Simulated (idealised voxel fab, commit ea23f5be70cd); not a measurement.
process module | voxel transistor to metal
cross-section cut | 185 nm wide | cells 5 nm
A cross-section is a grid of square cells, given in bands from the top down. A band is one or more rows of cells.
Each band's line starts with the height of the band's top and of its bottom, in nm. Then come its materials from left to right, each with its width in nm. One material with "throughout" fills the band from edge to edge. "air" is empty space.
Height 0 is the level under which the wafer as received is all one material. The lowest band goes on downwards, as in "0 down".
A width such as "30 to 40" changes by the same amount from each row of cells to the next, from the band's top row to its bottom row.
"no change" after a step means that no cell of the cross-section changed.
closed voids: empty space of 8 cells or more with no open way to the top, each as width x height at its distance from the left edge, in nm
after a step's settings: what the simulator itself notes on the step
overlay nm, on a step with a mask: how far to the right of its planned place the mask lay; to the left if negative
plan
1 op RECEIVE | material Si
2 op CONFORMAL_DEP | material SiO2 | thk nm 5
3 op CONFORMAL_DEP | material SiN | thk nm 10
4 op PATTERN | tone cover | mask id ACTIVE | material resist | width nm 115 | thk nm 20 | overlay nm 0
5 op DIRECTIONAL_ETCH | etch materials SiN | depth nm 10
6 op DIRECTIONAL_ETCH | etch materials SiO2 | depth nm 5
7 op DIRECTIONAL_ETCH | etch materials Si | depth nm 35
8 op STRIP | etch materials resist
9 op OXIDIZE | depth nm 5
10 op FILL_DEP | material SiO2 | thk nm 5
11 op CMP | height nm 15
12 op SELECTIVE_ETCH | etch materials SiO2 | depth nm 10
13 op STRIP | etch materials SiN
14 op SELECTIVE_ETCH | etch materials SiO2 | depth nm 5
15 op OXIDIZE | depth nm 5
16 op DIRECTIONAL_DEP | material polySi | thk nm 25
17 op DIRECTIONAL_DEP | material SiCN | thk nm 15
18 op MASKED_ETCH | tone cover | mask id GATE | width nm 25 | etch materials SiCN | depth nm 25 | overlay nm 0
19 op MASKED_ETCH | tone cover | mask id GATE | width nm 25 | etch materials polySi | depth nm 35 | overlay nm 0
20 op CONFORMAL_DEP | material SiO2 | thk nm 5
21 op DIRECTIONAL_ETCH | etch materials SiO2 | depth nm 5
22 op CONFORMAL_DEP | material SiN | thk nm 10
23 op DIRECTIONAL_ETCH | etch materials SiN | depth nm 10
24 op DIRECTIONAL_ETCH | etch materials SiO2 | depth nm 5
25 op EPI | material pSi | thk nm 5
26 op FILL_DEP | material SiO2 | thk nm 10
27 op CMP | height nm 25
28 op STRIP | etch materials polySi
29 op SELECTIVE_ETCH | etch materials SiO2 | depth nm 5
30 op CONFORMAL_DEP | material HfO2 | thk nm 5
31 op CONFORMAL_DEP | material TiN | thk nm 5
32 op FILL_DEP | material W | thk nm 10
33 op CMP | height nm 20
34 op DIRECTIONAL_DEP | material SiO2 | thk nm 15
35 op PATTERN | tone open | mask id CONTACT | material resist | width nm 15 | pitch nm 80 | thk nm 20 | overlay nm 0
36 op DIRECTIONAL_ETCH | etch materials SiO2 | depth nm 35
37 op STRIP | etch materials resist
38 op CONFORMAL_DEP | material TiN | thk nm 5
39 op FILL_DEP | material Ru | thk nm 5
40 op CMP | height nm 35
41 op CONFORMAL_DEP | material SiN | thk nm 5
42 op DIRECTIONAL_DEP | material lowk | thk nm 20
43 op MASKED_ETCH | tone open | mask id METAL_1 | width nm 15 | pitch nm 80 | etch materials lowk | depth nm 20 | overlay nm 0
44 op MASKED_ETCH | tone open | mask id METAL_1 | width nm 15 | pitch nm 80 | etch materials SiN | depth nm 5 | overlay nm 0
45 op CONFORMAL_DEP | material TiN | thk nm 5
46 op FILL_DEP | material Cu | thk nm 10
47 op CMP | height nm 60
48 op CONFORMAL_DEP | material SiN | thk nm 5
first wafer, as planned
as received, after step 1
  0 down: Si throughout
  closed voids: none
after step 2
  5 to 0: SiO2 throughout
  below 0: unchanged
after step 3
  15 to 5: SiN throughout
  below 5: unchanged
after step 4
  35 to 15: air 35 | resist 115 | air 35
  below 15: unchanged
after step 5
  35 to 15: air 35 | resist 115 | air 35
  15 to 5: air 35 | SiN 115 | air 35
  below 5: unchanged
after step 6
  35 to 15: air 35 | resist 115 | air 35
  15 to 5: air 35 | SiN 115 | air 35
  5 to 0: air 35 | SiO2 115 | air 35
  below 0: unchanged
after step 7
  35 to 15: air 35 | resist 115 | air 35
  15 to 5: air 35 | SiN 115 | air 35
  5 to 0: air 35 | SiO2 115 | air 35
  0 to -35: air 35 | Si 115 | air 35
  below -35: unchanged
after step 8
  15 to 5: air 35 | SiN 115 | air 35
  below 5: unchanged
after step 9
  15 to 5: air 35 | SiN 115 | air 35
  5 to 0: air 35 | SiO2 115 | air 35
  0 to -35: air 35 | SiO2 5 | Si 105 | SiO2 5 | air 35
  -35 to -40: SiO2 40 | Si 105 | SiO2 40
  below -40: unchanged
after step 10
  20 to 15: SiO2 throughout
  15 to 5: SiO2 35 | SiN 115 | SiO2 35
  5 to 0: SiO2 throughout
  0 to -40: SiO2 40 | Si 105 | SiO2 40
  below -40: unchanged
after step 11
  15 to 5: SiO2 35 | SiN 115 | SiO2 35
  below 5: unchanged
after step 12
  15 to 5: air 35 | SiN 115 | air 35
  below 5: unchanged
after step 13
  5 to 0: SiO2 throughout
  below 0: unchanged
after step 14
  0 to -40: SiO2 40 | Si 105 | SiO2 40
  below -40: unchanged
after step 15
  0 to -5: SiO2 throughout
  below -5: unchanged
after step 16
  25 to 0: polySi throughout
  below 0: unchanged
after step 17
  40 to 25: SiCN throughout
  below 25: unchanged
after step 18
  40 to 25: air 80 | SiCN 25 | air 80
  below 25: unchanged
after step 19
  40 to 25: air 80 | SiCN 25 | air 80
  25 to 0: air 80 | polySi 25 | air 80
  below 0: unchanged
after step 20
  45 to 40: air 75 | SiO2 35 | air 75
  40 to 25: air 75 | SiO2 5 | SiCN 25 | SiO2 5 | air 75
  25 to 5: air 75 | SiO2 5 | polySi 25 | SiO2 5 | air 75
  5 to 0: SiO2 80 | polySi 25 | SiO2 80
  below 0: unchanged
after step 21
  40 to 25: air 75 | SiO2 5 | SiCN 25 | SiO2 5 | air 75
  25 to 0: air 75 | SiO2 5 | polySi 25 | SiO2 5 | air 75
  below 0: unchanged
after step 22
  50 to 40: air 65 | SiN 55 | air 65
  40 to 25: air 65 | SiN 10 | SiO2 5 | SiCN 25 | SiO2 5 | SiN 10 | air 65
  25 to 10: air 65 | SiN 10 | SiO2 5 | polySi 25 | SiO2 5 | SiN 10 | air 65
  10 to 0: SiN 75 | SiO2 5 | polySi 25 | SiO2 5 | SiN 75
  below 0: unchanged
after step 23
  40 to 25: air 65 | SiN 10 | SiO2 5 | SiCN 25 | SiO2 5 | SiN 10 | air 65
  25 to 0: air 65 | SiN 10 | SiO2 5 | polySi 25 | SiO2 5 | SiN 10 | air 65
  below 0: unchanged
after step 24
  40 to 35: air 65 | SiN 10 | air 5 | SiCN 25 | air 5 | SiN 10 | air 65
  35 to 25: air 65 | SiN 10 | SiO2 5 | SiCN 25 | SiO2 5 | SiN 10 | air 65
  25 to 0: air 65 | SiN 10 | SiO2 5 | polySi 25 | SiO2 5 | SiN 10 | air 65
  0 to -5: air 65 | SiO2 55 | air 65
  below -5: unchanged
after step 25
  40 to 35: air 65 | SiN 10 | air 5 | SiCN 25 | air 5 | SiN 10 | air 65
  35 to 25: air 65 | SiN 10 | SiO2 5 | SiCN 25 | SiO2 5 | SiN 10 | air 65
  25 to 0: air 65 | SiN 10 | SiO2 5 | polySi 25 | SiO2 5 | SiN 10 | air 65
  0 to -5: air 35 | pSi 30 | SiO2 55 | pSi 30 | air 35
  below -5: unchanged
after step 26
  50 to 40: SiO2 throughout
  40 to 25: SiO2 65 | SiN 10 | SiO2 5 | SiCN 25 | SiO2 5 | SiN 10 | SiO2 65
  25 to 0: SiO2 65 | SiN 10 | SiO2 5 | polySi 25 | SiO2 5 | SiN 10 | SiO2 65
  0 to -5: SiO2 35 | pSi 30 | SiO2 55 | pSi 30 | SiO2 35
  below -5: unchanged
after step 27
  25 to 0: SiO2 65 | SiN 10 | SiO2 5 | polySi 25 | SiO2 5 | SiN 10 | SiO2 65
  below 0: unchanged
after step 28
  25 to 0: SiO2 65 | SiN 10 | SiO2 5 | air 25 | SiO2 5 | SiN 10 | SiO2 65
  below 0: unchanged
after step 29
  25 to 20: air 65 | SiN 10 | air 35 | SiN 10 | air 65
  20 to 0: SiO2 65 | SiN 10 | air 35 | SiN 10 | SiO2 65
  0 to -5: SiO2 35 | pSi 30 | SiO2 10 | air 35 | SiO2 10 | pSi 30 | SiO2 35
  below -5: unchanged
after step 30
  30 to 25: air 60 | HfO2 20 | air 25 | HfO2 20 | air 60
  25 to 20: HfO2 65 | SiN 10 | HfO2 5 | air 25 | HfO2 5 | SiN 10 | HfO2 65
  20 to 0: SiO2 65 | SiN 10 | HfO2 5 | air 25 | HfO2 5 | SiN 10 | SiO2 65
  0 to -5: SiO2 35 | pSi 30 | SiO2 10 | HfO2 35 | SiO2 10 | pSi 30 | SiO2 35
  below -5: unchanged
after step 31
  35 to 30: air 55 | TiN 30 | air 15 | TiN 30 | air 55
  30 to 25: TiN 60 | HfO2 20 | TiN 5 | air 15 | TiN 5 | HfO2 20 | TiN 60
  25 to 20: HfO2 65 | SiN 10 | HfO2 5 | TiN 5 | air 15 | TiN 5 | HfO2 5 | SiN 10 | HfO2 65
  20 to 5: SiO2 65 | SiN 10 | HfO2 5 | TiN 5 | air 15 | TiN 5 | HfO2 5 | SiN 10 | SiO2 65
  5 to 0: SiO2 65 | SiN 10 | HfO2 5 | TiN 25 | HfO2 5 | SiN 10 | SiO2 65
  below 0: unchanged
after step 32
  45 to 35: W throughout
  35 to 30: W 55 | TiN 30 | W 15 | TiN 30 | W 55
  30 to 25: TiN 60 | HfO2 20 | TiN 5 | W 15 | TiN 5 | HfO2 20 | TiN 60
  25 to 20: HfO2 65 | SiN 10 | HfO2 5 | TiN 5 | W 15 | TiN 5 | HfO2 5 | SiN 10 | HfO2 65
  20 to 5: SiO2 65 | SiN 10 | HfO2 5 | TiN 5 | W 15 | TiN 5 | HfO2 5 | SiN 10 | SiO2 65
  below 5: unchanged
after step 33
  20 to 5: SiO2 65 | SiN 10 | HfO2 5 | TiN 5 | W 15 | TiN 5 | HfO2 5 | SiN 10 | SiO2 65
  below 5: unchanged
after step 34
  35 to 20: SiO2 throughout
  below 20: unchanged
after step 35
  55 to 35: resist 45 | air 15 | resist 65 | air 15 | resist 45
  below 35: unchanged
after step 36
  55 to 35: resist 45 | air 15 | resist 65 | air 15 | resist 45
  35 to 20: SiO2 45 | air 15 | SiO2 65 | air 15 | SiO2 45
  20 to 5: SiO2 45 | air 15 | SiO2 5 | SiN 10 | HfO2 5 | TiN 5 | W 15 | TiN 5 | HfO2 5 | SiN 10 | SiO2 5 | air 15 | SiO2 45
  5 to 0: SiO2 45 | air 15 | SiO2 5 | SiN 10 | HfO2 5 | TiN 25 | HfO2 5 | SiN 10 | SiO2 5 | air 15 | SiO2 45
  below 0: unchanged
after step 37
  35 to 20: SiO2 45 | air 15 | SiO2 65 | air 15 | SiO2 45
  below 20: unchanged
after step 38
  40 to 35: TiN 50 | air 5 | TiN 75 | air 5 | TiN 50
  35 to 20: SiO2 45 | TiN 5 | air 5 | TiN 5 | SiO2 65 | TiN 5 | air 5 | TiN 5 | SiO2 45
  20 to 5: SiO2 45 | TiN 5 | air 5 | TiN 5 | SiO2 5 | SiN 10 | HfO2 5 | TiN 5 | W 15 | TiN 5 | HfO2 5 | SiN 10 | SiO2 5 | TiN 5 | air 5 | TiN 5 | SiO2 45
  5 to 0: SiO2 45 | TiN 15 | SiO2 5 | SiN 10 | HfO2 5 | TiN 25 | HfO2 5 | SiN 10 | SiO2 5 | TiN 15 | SiO2 45
  below 0: unchanged
after step 39
  45 to 40: Ru throughout
  40 to 35: TiN 50 | Ru 5 | TiN 75 | Ru 5 | TiN 50
  35 to 20: SiO2 45 | TiN 5 | Ru 5 | TiN 5 | SiO2 65 | TiN 5 | Ru 5 | TiN 5 | SiO2 45
  20 to 5: SiO2 45 | TiN 5 | Ru 5 | TiN 5 | SiO2 5 | SiN 10 | HfO2 5 | TiN 5 | W 15 | TiN 5 | HfO2 5 | SiN 10 | SiO2 5 | TiN 5 | Ru 5 | TiN 5 | SiO2 45
  below 5: unchanged
after step 40
  35 to 20: SiO2 45 | TiN 5 | Ru 5 | TiN 5 | SiO2 65 | TiN 5 | Ru 5 | TiN 5 | SiO2 45
  below 20: unchanged
after step 41
  40 to 35: SiN throughout
  below 35: unchanged
after step 42
  60 to 40: lowk throughout
  below 40: unchanged
after step 43
  60 to 40: lowk 45 | air 15 | lowk 65 | air 15 | lowk 45
  below 40: unchanged
after step 44
  60 to 40: lowk 45 | air 15 | lowk 65 | air 15 | lowk 45
  40 to 35: SiN 45 | air 15 | SiN 65 | air 15 | SiN 45
  below 35: unchanged
after step 45
  65 to 60: TiN 50 | air 5 | TiN 75 | air 5 | TiN 50
  60 to 40: lowk 45 | TiN 5 | air 5 | TiN 5 | lowk 65 | TiN 5 | air 5 | TiN 5 | lowk 45
  40 to 35: SiN 45 | TiN 15 | SiN 65 | TiN 15 | SiN 45
  below 35: unchanged
after step 46
  75 to 65: Cu throughout
  65 to 60: TiN 50 | Cu 5 | TiN 75 | Cu 5 | TiN 50
  60 to 40: lowk 45 | TiN 5 | Cu 5 | TiN 5 | lowk 65 | TiN 5 | Cu 5 | TiN 5 | lowk 45
  below 40: unchanged
after step 47
  60 to 40: lowk 45 | TiN 5 | Cu 5 | TiN 5 | lowk 65 | TiN 5 | Cu 5 | TiN 5 | lowk 45
  below 40: unchanged
after step 48
  65 to 60: SiN throughout
  below 60: unchanged
second wafer: like start, like plan, one mistake. Through step 46 it matches the first wafer
when step 47 should have ended: no change
when step 48 should have ended
  80 to 75: SiN throughout
  below 75: unchanged
what went wrong: step 47 was left out
at the end the second wafer has, in cells: 76 more of Cu | 35 more of TiN
